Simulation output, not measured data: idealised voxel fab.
Presented below is a process module, voxel self aligned vias.
This is section cut - it's 210 nm across, gridded in 5 nm square cells.
Square cells in a grid make up a cross-section in this document, and the grid is given as bands, listed from the top down, each one or more rows of cells.
What a band's entry tells you: where the top is and where the bottom is, as heights in nm, and after that what lies inside, material by material from left to right, each with its width in nm. Empty space is written as the word "blank", and a single material marked with the word "full width" occupies the band from edge to edge.
Heads up on the height convention: 0 is the point under which the incoming wafer is all one material, and the lowest band has no bottom, it just keeps going down, like "0 nm and below".
Width spec "30..40" -> top row of cells at first value, bottom row at second value, equal per-row change in between.
The cross-section has no changed cell in any step marked "nothing altered".
The label "Enclosed void list" introduces a list of the empty spaces, 8 cells or larger, that have no open way up to the top; each entry in it reads width x height at distance, where the distance is taken from the left edge and all three are stated in nm.
The remark found on a step's line after its settings is issued by the simulator itself and pertains to that step.
overlay nm, on a step with a mask: how far to the right of its planned place the mask lay; to the left if negative
**plan**
1) RECEIVE [material Si]
2) CONFORMAL_DEP [material SiO2] [thk nm 15]
3) CONFORMAL_DEP [material SiCN] [thk nm 5]
4) DIRECTIONAL_DEP [material SiO2] [thk nm 20]
5) PATTERN [tone open] [mask id LINES] [material resist] [width nm 30] [pitch nm 80] [thk nm 15] [overlay nm 0]
6) DIRECTIONAL_ETCH [etch materials SiO2] [depth nm 20]
7) STRIP [etch materials resist]
8) CONFORMAL_DEP [material TiN] [thk nm 5]
9) FILL_DEP [material Ru] [thk nm 5]
10) CMP [height nm 40]
11) SELECTIVE_ETCH [etch materials W Ru TiN] [depth nm 5]
12) FILL_DEP [material SiN] [thk nm 10]
13) CMP [height nm 40]
14) DIRECTIONAL_DEP [material SiO2] [thk nm 15]
15) MASKED_ETCH [tone open] [mask id VIAS] [width nm 50] [pitch nm 80] [etch materials SiO2] [depth nm 15] [overlay nm 0]
16) MASKED_ETCH [tone open] [mask id VIAS] [width nm 50] [pitch nm 80] [etch materials SiN] [depth nm 5] [overlay nm 0]
17) CONFORMAL_DEP [material TiN] [thk nm 5]
18) FILL_DEP [material Cu] [thk nm 5]
19) CMP [height nm 55]
20) CONFORMAL_DEP [material SiCN] [thk nm 5]
**First out of two wafers; run went to plan**
**Cross-section of the incoming wafer, state after step 1**
> 0 nm and below: Si full width
> Enclosed void list: none
**Wafer xsec, post step 2**
> 15 nm to 0 nm: SiO2 full width
> Rest of section, below 0: as before.
**Wafer xsec, post step 3**
> 20 nm to 15 nm: SiCN full width
> Rest of section, below 15: as before.
**Wafer xsec, post step 4**
> 40 nm to 20 nm: SiO2 full width
> Rest of section, below 20: as before.
**Wafer xsec, post step 5**
> 55 nm to 40 nm: resist (50)  blank (30)  resist (50)  blank (30)  resist (50)
> Rest of section, below 40: as before.
**Wafer xsec, post step 6**
> 55 nm to 40 nm: resist (50)  blank (30)  resist (50)  blank (30)  resist (50)
> 40 nm to 20 nm: SiO2 (50)  blank (30)  SiO2 (50)  blank (30)  SiO2 (50)
> Rest of section, below 20: as before.
**Wafer xsec, post step 7**
> 40 nm to 20 nm: SiO2 (50)  blank (30)  SiO2 (50)  blank (30)  SiO2 (50)
> Rest of section, below 20: as before.
**Wafer xsec, post step 8**
> 45 nm to 40 nm: TiN (55)  blank (20)  TiN (60)  blank (20)  TiN (55)
> 40 nm to 25 nm: SiO2 (50)  TiN (5)  blank (20)  TiN (5)  SiO2 (50)  TiN (5)  blank (20)  TiN (5)  SiO2 (50)
> 25 nm to 20 nm: SiO2 (50)  TiN (30)  SiO2 (50)  TiN (30)  SiO2 (50)
> Rest of section, below 20: as before.
**Wafer xsec, post step 9**
> 50 nm to 45 nm: Ru full width
> 45 nm to 40 nm: TiN (55)  Ru (20)  TiN (60)  Ru (20)  TiN (55)
> 40 nm to 25 nm: SiO2 (50)  TiN (5)  Ru (20)  TiN (5)  SiO2 (50)  TiN (5)  Ru (20)  TiN (5)  SiO2 (50)
> Rest of section, below 25: as before.
**Wafer xsec, post step 10**
> 40 nm to 25 nm: SiO2 (50)  TiN (5)  Ru (20)  TiN (5)  SiO2 (50)  TiN (5)  Ru (20)  TiN (5)  SiO2 (50)
> Rest of section, below 25: as before.
**Wafer xsec, post step 11**
> 40 nm to 35 nm: SiO2 (50)  blank (30)  SiO2 (50)  blank (30)  SiO2 (50)
> Rest of section, below 35: as before.
**Wafer xsec, post step 12**
> 50 nm to 40 nm: SiN full width
> 40 nm to 35 nm: SiO2 (50)  SiN (30)  SiO2 (50)  SiN (30)  SiO2 (50)
> Rest of section, below 35: as before.
**Wafer xsec, post step 13**
> 40 nm to 35 nm: SiO2 (50)  SiN (30)  SiO2 (50)  SiN (30)  SiO2 (50)
> Rest of section, below 35: as before.
**Wafer xsec, post step 14**
> 55 nm to 40 nm: SiO2 full width
> Rest of section, below 40: as before.
**Wafer xsec, post step 15**
> 55 nm to 40 nm: SiO2 (40)  blank (50)  SiO2 (30)  blank (50)  SiO2 (40)
> Rest of section, below 40: as before.
**Wafer xsec, post step 16**
> 55 nm to 40 nm: SiO2 (40)  blank (50)  SiO2 (30)  blank (50)  SiO2 (40)
> 40 nm to 35 nm: SiO2 (50)  blank (30)  SiO2 (50)  blank (30)  SiO2 (50)
> Rest of section, below 35: as before.
**Wafer xsec, post step 17**
> 60 nm to 55 nm: TiN (45)  blank (40)  TiN (40)  blank (40)  TiN (45)
> 55 nm to 45 nm: SiO2 (40)  TiN (5)  blank (40)  TiN (5)  SiO2 (30)  TiN (5)  blank (40)  TiN (5)  SiO2 (40)
> 45 nm to 40 nm: SiO2 (40)  TiN (15)  blank (20)  TiN (15)  SiO2 (30)  TiN (15)  blank (20)  TiN (15)  SiO2 (40)
> 40 nm to 35 nm: SiO2 (50)  TiN (30)  SiO2 (50)  TiN (30)  SiO2 (50)
> Rest of section, below 35: as before.
**Wafer xsec, post step 18**
> 65 nm to 60 nm: Cu full width
> 60 nm to 55 nm: TiN (45)  Cu (40)  TiN (40)  Cu (40)  TiN (45)
> 55 nm to 45 nm: SiO2 (40)  TiN (5)  Cu (40)  TiN (5)  SiO2 (30)  TiN (5)  Cu (40)  TiN (5)  SiO2 (40)
> 45 nm to 40 nm: SiO2 (40)  TiN (15)  Cu (20)  TiN (15)  SiO2 (30)  TiN (15)  Cu (20)  TiN (15)  SiO2 (40)
> Rest of section, below 40: as before.
**Wafer xsec, post step 19**
> 55 nm to 45 nm: SiO2 (40)  TiN (5)  Cu (40)  TiN (5)  SiO2 (30)  TiN (5)  Cu (40)  TiN (5)  SiO2 (40)
> Rest of section, below 45: as before.
**Wafer xsec, post step 20**
> 60 nm to 55 nm: SiCN full width
> Rest of section, below 55: as before.
**second wafer: like start, like plan, one mistake. Through step 14 it matches the first wafer**
**The second wafer cut through, at the time step 15 was supposed to be finished**
> 55 nm to 40 nm: blank (40)  SiO2 (50)  blank (30)  SiO2 (50)  blank (40)
> Rest of section, below 40: as before.
The second wafer cut through, at the time step 16 was supposed to be finished: nothing altered
**The second wafer cut through, at the time step 17 was supposed to be finished**
> 60 nm to 55 nm: blank (35)  TiN (60)  blank (20)  TiN (60)  blank (35)
> 55 nm to 45 nm: blank (35)  TiN (5)  SiO2 (50)  TiN (5)  blank (20)  TiN (5)  SiO2 (50)  TiN (5)  blank (35)
> 45 nm to 40 nm: TiN (40)  SiO2 (50)  TiN (30)  SiO2 (50)  TiN (40)
> Rest of section, below 40: as before.
**The second wafer cut through, at the time step 18 was supposed to be finished**
> 65 nm to 60 nm: Cu full width
> 60 nm to 55 nm: Cu (35)  TiN (60)  Cu (20)  TiN (60)  Cu (35)
> 55 nm to 45 nm: Cu (35)  TiN (5)  SiO2 (50)  TiN (5)  Cu (20)  TiN (5)  SiO2 (50)  TiN (5)  Cu (35)
> Rest of section, below 45: as before.
**The second wafer cut through, at the time step 19 was supposed to be finished**
> 55 nm to 45 nm: Cu (35)  TiN (5)  SiO2 (50)  TiN (5)  Cu (20)  TiN (5)  SiO2 (50)  TiN (5)  Cu (35)
> Rest of section, below 45: as before.
**The second wafer cut through, at the time step 20 was supposed to be finished**
> 60 nm to 55 nm: SiCN full width
> Rest of section, below 55: as before.
Want to know what went wrong? planned and actual differ for step 15; actual: MASKED_ETCH [tone cover] [mask id VIAS] [width nm 50] [pitch nm 80] [etch materials SiO2] [depth nm 15] [overlay nm 0]
In the final state, the cell counts of the second wafer exceed or fall short of those of the first for the following materials: 4 fewer of Cu; 12 more of SiN; 6 fewer of SiO2; 2 fewer of TiN
